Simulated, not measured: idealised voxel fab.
Name of the process module below: voxel released beams
FYI the section here is cut, 260 nm wide, cells are 5 nm squares.
Cross-section, as written here: a square-cell grid given band by band from the top down, where a band holds one or more rows of cells.
In this notation a band is specified by the heights of its top and bottom, in that order and in nm, after which its materials appear from left to right, each paired with its width in nm. The word "everywhere" attached to a single material means that material fills the band from edge to edge; the word "air" stands for empty space.
Heights are measured from 0, the level below which the as-received wafer is all one material; the lowest band has no bottom and continues downward, written as in "from 0 down".
Width "30..40": first value at the band's top row of cells, second value at its bottom row, equal change from row to row.
When a step is marked "nothing got changed", none of the cells in the cross-section changed during that step.
In "Entrapped voids" the enclosed voids are listed, meaning empty spaces of 8 cells or larger without any opening to the top. The form is width x height at distance, distance from the left edge, units nm.
It should be noted that, on the line of a given step, the content following the step's settings is a remark produced by the simulator itself with respect to that step.
"overlay nm" answers the question of how far to the right of plan the mask lay on a step that has a mask, and when it is negative the answer is to the left.
PROCESS STEPS (PLANNED)
1) RECEIVE | material Si
2) CONFORMAL_DEP | material Al2O3 | thk nm 5
3) DIRECTIONAL_DEP | material SiO2 | thk nm 10
4) PATTERN | tone open | mask id ANCHOR | material resist | width nm 25 | thk nm 20 | overlay nm 0
5) DIRECTIONAL_ETCH | etch materials SiO2 | depth nm 10
6) STRIP | etch materials resist
7) CONFORMAL_DEP | material SiN | thk nm 10
8) PATTERN | tone cover | mask id BEAM | material resist | width nm 105 | thk nm 15 | overlay nm 0
9) DIRECTIONAL_ETCH | etch materials SiN | depth nm 10
10) STRIP | etch materials resist
11) STRIP | etch materials SiO2
CROSS-SECTION OF THE INCOMING WAFER, STATE AFTER STEP 1
    from 0 down = Si everywhere
    Entrapped voids: none
FINAL CROSS-SECTION, MODULE RUN WITH ONE MISTAKE (START AND PLAN AS ABOVE)
    from 25 to 15 = air 75 nm, SiN 105 nm, air 80 nm
    from 15 to 10 = Al2O3 everywhere
    from 10 to 0 = SiO2 everywhere
    from 0 down = Si everywhere
    Entrapped voids: none
Want to know what went wrong? contrary to the plan, steps 2 and 3 were processed in exchanged order
